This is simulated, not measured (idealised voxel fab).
Module name: voxel wiring stack (process module)
The cross-section shown here is cut; it is 195 nm wide and divided into square cells measuring 5 nm on a side.
Cross-section = grid of square cells, listed top down in bands; band = one or more rows.
This entry defines a band. It first specifies the height of the band's top and the height of its bottom in nm, and then specifies the band's materials from left to right, stating each material with its width in nm. The word "full width" identifies a single material that fills the band from edge to edge, while the word "air" identifies empty space.
Height datum 0, below which the as-received substrate wafer is one material. Lowest band open at the bottom, running downward: "0 -> down".
Width: "30 to 40" (first number = top row, second number = bottom row, same change from row to row of cells).
Step marked "everything unchanged"? Then no cell in the cross-section changed in it.
"Tabulated closed voids" specifies each empty space that is not open to the top and that occupies no fewer than 8 cells, using the form width x height at distance, the distance measured from the left edge and all three quantities in nm.
If you see something after the settings on a step's line, that's the simulator's own remark about that step.
"overlay nm", when on a step's line for a step with a mask, measures how far to the right of its planned place the mask lay; a negative measure means to the left.

-- Listed below are the process steps as planned
step 1: RECEIVE, material Si
step 2: CONFORMAL_DEP, material SiO2, thk nm 15
step 3: DIRECTIONAL_DEP, material TiN, thk nm 5
step 4: DIRECTIONAL_DEP, material Ru, thk nm 15
step 5: PATTERN, tone cover, mask id METAL_1, material resist, width nm 30, pitch nm 45, thk nm 20, overlay nm 0
step 6: DIRECTIONAL_ETCH, etch materials Ru, depth nm 15
step 7: DIRECTIONAL_ETCH, etch materials TiN, depth nm 5
step 8: STRIP, etch materials resist
step 9: CONFORMAL_DEP, material SiCN, thk nm 5
step 10: FILL_DEP, material SiO2, thk nm 5
step 11: CMP, height nm 35
step 12: CONFORMAL_DEP, material SiCN, thk nm 5
step 13: DIRECTIONAL_DEP, material SiO2, thk nm 20
step 14: PATTERN, tone open, mask id PLUG_1, material resist, width nm 15, pitch nm 90, thk nm 15, overlay nm 0
step 15: DIRECTIONAL_ETCH, etch materials SiO2, depth nm 20
step 16: DIRECTIONAL_ETCH, etch materials SiCN, depth nm 5
step 17: STRIP, etch materials resist
step 18: EPI, material Ru, thk nm 10
step 19: EPI, material Ru, thk nm 10
step 20: EPI, material Ru, thk nm 5
step 21: DIRECTIONAL_DEP, material TiN, thk nm 5
step 22: DIRECTIONAL_DEP, material Ru, thk nm 20
step 23: MASKED_ETCH, tone cover, mask id METAL_2, width nm 30, pitch nm 45, etch materials Ru, depth nm 20, overlay nm 0
step 24: MASKED_ETCH, tone cover, mask id METAL_2, width nm 30, pitch nm 45, etch materials TiN, depth nm 5, overlay nm 0
step 25: FILL_DEP, material SiO2, thk nm 10
step 26: CMP, height nm 85
step 27: CONFORMAL_DEP, material SiN, thk nm 5

-- First wafer out of two, processed as planned

-- Received-state cross-section, reflecting completion of step 1
  0 -> down: Si full width
  Tabulated closed voids: none

-- Once step 2 is through, the wafer looks like this in cross-section
  15 -> 0: SiO2 full width
  Whatever lies below 0 is exactly as it was before.

-- Once step 3 is through, the wafer looks like this in cross-section
  20 -> 15: TiN full width
  Whatever lies below 15 is exactly as it was before.

-- Once step 4 is through, the wafer looks like this in cross-section
  35 -> 20: Ru full width
  Whatever lies below 20 is exactly as it was before.

-- Once step 5 is through, the wafer looks like this in cross-section
  55 -> 35: 15 nm air, then 30 nm resist, then 15 nm air, then 30 nm resist, then 15 nm air, then 30 nm resist, then 15 nm air, then 30 nm resist, then 15 nm air
  Whatever lies below 35 is exactly as it was before.

-- Once step 6 is through, the wafer looks like this in cross-section
  55 -> 35: 15 nm air, then 30 nm resist, then 15 nm air, then 30 nm resist, then 15 nm air, then 30 nm resist, then 15 nm air, then 30 nm resist, then 15 nm air
  35 -> 20: 15 nm air, then 30 nm Ru, then 15 nm air, then 30 nm Ru, then 15 nm air, then 30 nm Ru, then 15 nm air, then 30 nm Ru, then 15 nm air
  Whatever lies below 20 is exactly as it was before.

-- Once step 7 is through, the wafer looks like this in cross-section
  55 -> 35: 15 nm air, then 30 nm resist, then 15 nm air, then 30 nm resist, then 15 nm air, then 30 nm resist, then 15 nm air, then 30 nm resist, then 15 nm air
  35 -> 20: 15 nm air, then 30 nm Ru, then 15 nm air, then 30 nm Ru, then 15 nm air, then 30 nm Ru, then 15 nm air, then 30 nm Ru, then 15 nm air
  20 -> 15: 15 nm air, then 30 nm TiN, then 15 nm air, then 30 nm TiN, then 15 nm air, then 30 nm TiN, then 15 nm air, then 30 nm TiN, then 15 nm air
  Whatever lies below 15 is exactly as it was before.

-- Once step 8 is through, the wafer looks like this in cross-section
  35 -> 20: 15 nm air, then 30 nm Ru, then 15 nm air, then 30 nm Ru, then 15 nm air, then 30 nm Ru, then 15 nm air, then 30 nm Ru, then 15 nm air
  Whatever lies below 20 is exactly as it was before.

-- Once step 9 is through, the wafer looks like this in cross-section
  40 -> 35: 10 nm air, then 40 nm SiCN, then 5 nm air, then 40 nm SiCN, then 5 nm air, then 40 nm SiCN, then 5 nm air, then 40 nm SiCN, then 10 nm air
  35 -> 20: 10 nm air, then 5 nm SiCN, then 30 nm Ru, then 5 nm SiCN, then 5 nm air, then 5 nm SiCN, then 30 nm Ru, then 5 nm SiCN, then 5 nm air, then 5 nm SiCN, then 30 nm Ru, then 5 nm SiCN, then 5 nm air, then 5 nm SiCN, then 30 nm Ru, then 5 nm SiCN, then 10 nm air
  20 -> 15: 15 nm SiCN, then 30 nm TiN, then 15 nm SiCN, then 30 nm TiN, then 15 nm SiCN, then 30 nm TiN, then 15 nm SiCN, then 30 nm TiN, then 15 nm SiCN
  Whatever lies below 15 is exactly as it was before.

-- Once step 10 is through, the wafer looks like this in cross-section
  45 -> 40: SiO2 full width
  40 -> 35: 10 nm SiO2, then 40 nm SiCN, then 5 nm SiO2, then 40 nm SiCN, then 5 nm SiO2, then 40 nm SiCN, then 5 nm SiO2, then 40 nm SiCN, then 10 nm SiO2
  35 -> 20: 10 nm SiO2, then 5 nm SiCN, then 30 nm Ru, then 5 nm SiCN, then 5 nm SiO2, then 5 nm SiCN, then 30 nm Ru, then 5 nm SiCN, then 5 nm SiO2, then 5 nm SiCN, then 30 nm Ru, then 5 nm SiCN, then 5 nm SiO2, then 5 nm SiCN, then 30 nm Ru, then 5 nm SiCN, then 10 nm SiO2
  Whatever lies below 20 is exactly as it was before.

-- Once step 11 is through, the wafer looks like this in cross-section
  35 -> 20: 10 nm SiO2, then 5 nm SiCN, then 30 nm Ru, then 5 nm SiCN, then 5 nm SiO2, then 5 nm SiCN, then 30 nm Ru, then 5 nm SiCN, then 5 nm SiO2, then 5 nm SiCN, then 30 nm Ru, then 5 nm SiCN, then 5 nm SiO2, then 5 nm SiCN, then 30 nm Ru, then 5 nm SiCN, then 10 nm SiO2
  Whatever lies below 20 is exactly as it was before.

-- Once step 12 is through, the wafer looks like this in cross-section
  40 -> 35: SiCN full width
  Whatever lies below 35 is exactly as it was before.

-- Once step 13 is through, the wafer looks like this in cross-section
  60 -> 40: SiO2 full width
  Whatever lies below 40 is exactly as it was before.

-- Once step 14 is through, the wafer looks like this in cross-section
  75 -> 60: 15 nm resist, then 15 nm air, then 75 nm resist, then 15 nm air, then 75 nm resist
  Whatever lies below 60 is exactly as it was before.

-- Once step 15 is through, the wafer looks like this in cross-section
  75 -> 60: 15 nm resist, then 15 nm air, then 75 nm resist, then 15 nm air, then 75 nm resist
  60 -> 40: 15 nm SiO2, then 15 nm air, then 75 nm SiO2, then 15 nm air, then 75 nm SiO2
  Whatever lies below 40 is exactly as it was before.

-- Once step 16 is through, the wafer looks like this in cross-section
  75 -> 60: 15 nm resist, then 15 nm air, then 75 nm resist, then 15 nm air, then 75 nm resist
  60 -> 40: 15 nm SiO2, then 15 nm air, then 75 nm SiO2, then 15 nm air, then 75 nm SiO2
  40 -> 35: 15 nm SiCN, then 15 nm air, then 75 nm SiCN, then 15 nm air, then 75 nm SiCN
  Whatever lies below 35 is exactly as it was before.

-- Once step 17 is through, the wafer looks like this in cross-section
  60 -> 40: 15 nm SiO2, then 15 nm air, then 75 nm SiO2, then 15 nm air, then 75 nm SiO2
  Whatever lies below 40 is exactly as it was before.

-- Once step 18 is through, the wafer looks like this in cross-section
  60 -> 45: 15 nm SiO2, then 15 nm air, then 75 nm SiO2, then 15 nm air, then 75 nm SiO2
  45 -> 40: 15 nm SiO2, then 15 nm Ru, then 75 nm SiO2, then 15 nm Ru, then 75 nm SiO2
  40 -> 35: 15 nm SiCN, then 15 nm Ru, then 75 nm SiCN, then 15 nm Ru, then 75 nm SiCN
  Whatever lies below 35 is exactly as it was before.

-- Once step 19 is through, the wafer looks like this in cross-section
  60 -> 55: 15 nm SiO2, then 15 nm air, then 75 nm SiO2, then 15 nm air, then 75 nm SiO2
  55 -> 40: 15 nm SiO2, then 15 nm Ru, then 75 nm SiO2, then 15 nm Ru, then 75 nm SiO2
  Whatever lies below 40 is exactly as it was before.

-- Once step 20 is through, the wafer looks like this in cross-section
  60 -> 40: 15 nm SiO2, then 15 nm Ru, then 75 nm SiO2, then 15 nm Ru, then 75 nm SiO2
  Whatever lies below 40 is exactly as it was before.

-- Once step 21 is through, the wafer looks like this in cross-section
  65 -> 60: TiN full width
  Whatever lies below 60 is exactly as it was before.

-- Once step 22 is through, the wafer looks like this in cross-section
  85 -> 65: Ru full width
  Whatever lies below 65 is exactly as it was before.

-- Once step 23 is through, the wafer looks like this in cross-section
  85 -> 65: 15 nm air, then 30 nm Ru, then 15 nm air, then 30 nm Ru, then 15 nm air, then 30 nm Ru, then 15 nm air, then 30 nm Ru, then 15 nm air
  Whatever lies below 65 is exactly as it was before.

-- Once step 24 is through, the wafer looks like this in cross-section
  85 -> 65: 15 nm air, then 30 nm Ru, then 15 nm air, then 30 nm Ru, then 15 nm air, then 30 nm Ru, then 15 nm air, then 30 nm Ru, then 15 nm air
  65 -> 60: 15 nm air, then 30 nm TiN, then 15 nm air, then 30 nm TiN, then 15 nm air, then 30 nm TiN, then 15 nm air, then 30 nm TiN, then 15 nm air
  Whatever lies below 60 is exactly as it was before.

-- Once step 25 is through, the wafer looks like this in cross-section
  95 -> 85: SiO2 full width
  85 -> 65: 15 nm SiO2, then 30 nm Ru, then 15 nm SiO2, then 30 nm Ru, then 15 nm SiO2, then 30 nm Ru, then 15 nm SiO2, then 30 nm Ru, then 15 nm SiO2
  65 -> 60: 15 nm SiO2, then 30 nm TiN, then 15 nm SiO2, then 30 nm TiN, then 15 nm SiO2, then 30 nm TiN, then 15 nm SiO2, then 30 nm TiN, then 15 nm SiO2
  Whatever lies below 60 is exactly as it was before.

-- Once step 26 is through, the wafer looks like this in cross-section
  85 -> 65: 15 nm SiO2, then 30 nm Ru, then 15 nm SiO2, then 30 nm Ru, then 15 nm SiO2, then 30 nm Ru, then 15 nm SiO2, then 30 nm Ru, then 15 nm SiO2
  Whatever lies below 65 is exactly as it was before.

-- Once step 27 is through, the wafer looks like this in cross-section
  90 -> 85: SiN full width
  Whatever lies below 85 is exactly as it was before.

-- The second wafer began exactly as the first did and followed the same plan, but one mistake was made while running it; through step 1 inclusive, the two wafers are identical

-- Cross-section of the second wafer at the time step 2 of the plan should have ended
  5 -> 0: TiN full width
  Whatever lies below 0 is exactly as it was before.

-- Cross-section of the second wafer at the time step 3 of the plan should have ended
  20 -> 5: SiO2 full width
  Whatever lies below 5 is exactly as it was before.

-- Cross-section of the second wafer at the time step 4 of the plan should have ended
  35 -> 20: Ru full width
  Whatever lies below 20 is exactly as it was before.

-- Cross-section of the second wafer at the time step 5 of the plan should have ended
  55 -> 35: 15 nm air, then 30 nm resist, then 15 nm air, then 30 nm resist, then 15 nm air, then 30 nm resist, then 15 nm air, then 30 nm resist, then 15 nm air
  Whatever lies below 35 is exactly as it was before.

-- Cross-section of the second wafer at the time step 6 of the plan should have ended
  55 -> 35: 15 nm air, then 30 nm resist, then 15 nm air, then 30 nm resist, then 15 nm air, then 30 nm resist, then 15 nm air, then 30 nm resist, then 15 nm air
  35 -> 20: 15 nm air, then 30 nm Ru, then 15 nm air, then 30 nm Ru, then 15 nm air, then 30 nm Ru, then 15 nm air, then 30 nm Ru, then 15 nm air
  Whatever lies below 20 is exactly as it was before.

Cross-section of the second wafer at the time step 7 of the plan should have ended: everything unchanged

-- Cross-section of the second wafer at the time step 8 of the plan should have ended
  35 -> 20: 15 nm air, then 30 nm Ru, then 15 nm air, then 30 nm Ru, then 15 nm air, then 30 nm Ru, then 15 nm air, then 30 nm Ru, then 15 nm air
  Whatever lies below 20 is exactly as it was before.

-- Cross-section of the second wafer at the time step 9 of the plan should have ended
  40 -> 35: 10 nm air, then 40 nm SiCN, then 5 nm air, then 40 nm SiCN, then 5 nm air, then 40 nm SiCN, then 5 nm air, then 40 nm SiCN, then 10 nm air
  35 -> 25: 10 nm air, then 5 nm SiCN, then 30 nm Ru, then 5 nm SiCN, then 5 nm air, then 5 nm SiCN, then 30 nm Ru, then 5 nm SiCN, then 5 nm air, then 5 nm SiCN, then 30 nm Ru, then 5 nm SiCN, then 5 nm air, then 5 nm SiCN, then 30 nm Ru, then 5 nm SiCN, then 10 nm air
  25 -> 20: 15 nm SiCN, then 30 nm Ru, then 15 nm SiCN, then 30 nm Ru, then 15 nm SiCN, then 30 nm Ru, then 15 nm SiCN, then 30 nm Ru, then 15 nm SiCN
  Whatever lies below 20 is exactly as it was before.

-- Cross-section of the second wafer at the time step 10 of the plan should have ended
  45 -> 40: SiO2 full width
  40 -> 35: 10 nm SiO2, then 40 nm SiCN, then 5 nm SiO2, then 40 nm SiCN, then 5 nm SiO2, then 40 nm SiCN, then 5 nm SiO2, then 40 nm SiCN, then 10 nm SiO2
  35 -> 25: 10 nm SiO2, then 5 nm SiCN, then 30 nm Ru, then 5 nm SiCN, then 5 nm SiO2, then 5 nm SiCN, then 30 nm Ru, then 5 nm SiCN, then 5 nm SiO2, then 5 nm SiCN, then 30 nm Ru, then 5 nm SiCN, then 5 nm SiO2, then 5 nm SiCN, then 30 nm Ru, then 5 nm SiCN, then 10 nm SiO2
  Whatever lies below 25 is exactly as it was before.

-- Cross-section of the second wafer at the time step 11 of the plan should have ended
  35 -> 25: 10 nm SiO2, then 5 nm SiCN, then 30 nm Ru, then 5 nm SiCN, then 5 nm SiO2, then 5 nm SiCN, then 30 nm Ru, then 5 nm SiCN, then 5 nm SiO2, then 5 nm SiCN, then 30 nm Ru, then 5 nm SiCN, then 5 nm SiO2, then 5 nm SiCN, then 30 nm Ru, then 5 nm SiCN, then 10 nm SiO2
  Whatever lies below 25 is exactly as it was before.

-- Cross-section of the second wafer at the time step 12 of the plan should have ended
  40 -> 35: SiCN full width
  Whatever lies below 35 is exactly as it was before.

-- Cross-section of the second wafer at the time step 13 of the plan should have ended
  60 -> 40: SiO2 full width
  Whatever lies below 40 is exactly as it was before.

-- Cross-section of the second wafer at the time step 14 of the plan should have ended
  75 -> 60: 15 nm resist, then 15 nm air, then 75 nm resist, then 15 nm air, then 75 nm resist
  Whatever lies below 60 is exactly as it was before.

-- Cross-section of the second wafer at the time step 15 of the plan should have ended
  75 -> 60: 15 nm resist, then 15 nm air, then 75 nm resist, then 15 nm air, then 75 nm resist
  60 -> 40: 15 nm SiO2, then 15 nm air, then 75 nm SiO2, then 15 nm air, then 75 nm SiO2
  Whatever lies below 40 is exactly as it was before.

-- Cross-section of the second wafer at the time step 16 of the plan should have ended
  75 -> 60: 15 nm resist, then 15 nm air, then 75 nm resist, then 15 nm air, then 75 nm resist
  60 -> 40: 15 nm SiO2, then 15 nm air, then 75 nm SiO2, then 15 nm air, then 75 nm SiO2
  40 -> 35: 15 nm SiCN, then 15 nm air, then 75 nm SiCN, then 15 nm air, then 75 nm SiCN
  Whatever lies below 35 is exactly as it was before.

-- Cross-section of the second wafer at the time step 17 of the plan should have ended
  60 -> 40: 15 nm SiO2, then 15 nm air, then 75 nm SiO2, then 15 nm air, then 75 nm SiO2
  Whatever lies below 40 is exactly as it was before.

-- Cross-section of the second wafer at the time step 18 of the plan should have ended
  60 -> 45: 15 nm SiO2, then 15 nm air, then 75 nm SiO2, then 15 nm air, then 75 nm SiO2
  45 -> 40: 15 nm SiO2, then 15 nm Ru, then 75 nm SiO2, then 15 nm Ru, then 75 nm SiO2
  40 -> 35: 15 nm SiCN, then 15 nm Ru, then 75 nm SiCN, then 15 nm Ru, then 75 nm SiCN
  Whatever lies below 35 is exactly as it was before.

-- Cross-section of the second wafer at the time step 19 of the plan should have ended
  60 -> 55: 15 nm SiO2, then 15 nm air, then 75 nm SiO2, then 15 nm air, then 75 nm SiO2
  55 -> 40: 15 nm SiO2, then 15 nm Ru, then 75 nm SiO2, then 15 nm Ru, then 75 nm SiO2
  Whatever lies below 40 is exactly as it was before.

-- Cross-section of the second wafer at the time step 20 of the plan should have ended
  60 -> 40: 15 nm SiO2, then 15 nm Ru, then 75 nm SiO2, then 15 nm Ru, then 75 nm SiO2
  Whatever lies below 40 is exactly as it was before.

-- Cross-section of the second wafer at the time step 21 of the plan should have ended
  65 -> 60: TiN full width
  Whatever lies below 60 is exactly as it was before.

-- Cross-section of the second wafer at the time step 22 of the plan should have ended
  85 -> 65: Ru full width
  Whatever lies below 65 is exactly as it was before.

-- Cross-section of the second wafer at the time step 23 of the plan should have ended
  85 -> 65: 15 nm air, then 30 nm Ru, then 15 nm air, then 30 nm Ru, then 15 nm air, then 30 nm Ru, then 15 nm air, then 30 nm Ru, then 15 nm air
  Whatever lies below 65 is exactly as it was before.

-- Cross-section of the second wafer at the time step 24 of the plan should have ended
  85 -> 65: 15 nm air, then 30 nm Ru, then 15 nm air, then 30 nm Ru, then 15 nm air, then 30 nm Ru, then 15 nm air, then 30 nm Ru, then 15 nm air
  65 -> 60: 15 nm air, then 30 nm TiN, then 15 nm air, then 30 nm TiN, then 15 nm air, then 30 nm TiN, then 15 nm air, then 30 nm TiN, then 15 nm air
  Whatever lies below 60 is exactly as it was before.

-- Cross-section of the second wafer at the time step 25 of the plan should have ended
  95 -> 85: SiO2 full width
  85 -> 65: 15 nm SiO2, then 30 nm Ru, then 15 nm SiO2, then 30 nm Ru, then 15 nm SiO2, then 30 nm Ru, then 15 nm SiO2, then 30 nm Ru, then 15 nm SiO2
  65 -> 60: 15 nm SiO2, then 30 nm TiN, then 15 nm SiO2, then 30 nm TiN, then 15 nm SiO2, then 30 nm TiN, then 15 nm SiO2, then 30 nm TiN, then 15 nm SiO2
  Whatever lies below 60 is exactly as it was before.

-- Cross-section of the second wafer at the time step 26 of the plan should have ended
  85 -> 65: 15 nm SiO2, then 30 nm Ru, then 15 nm SiO2, then 30 nm Ru, then 15 nm SiO2, then 30 nm Ru, then 15 nm SiO2, then 30 nm Ru, then 15 nm SiO2
  Whatever lies below 65 is exactly as it was before.

-- Cross-section of the second wafer at the time step 27 of the plan should have ended
  90 -> 85: SiN full width
  Whatever lies below 85 is exactly as it was before.
Heads up, the wafer didn't run the way we planned it: plan steps 2 and 3 run swapped
Final difference in cells, second wafer against first, listed per material as more or fewer: 8 fewer of SiCN | 7 fewer of SiO2 | 15 more of TiN
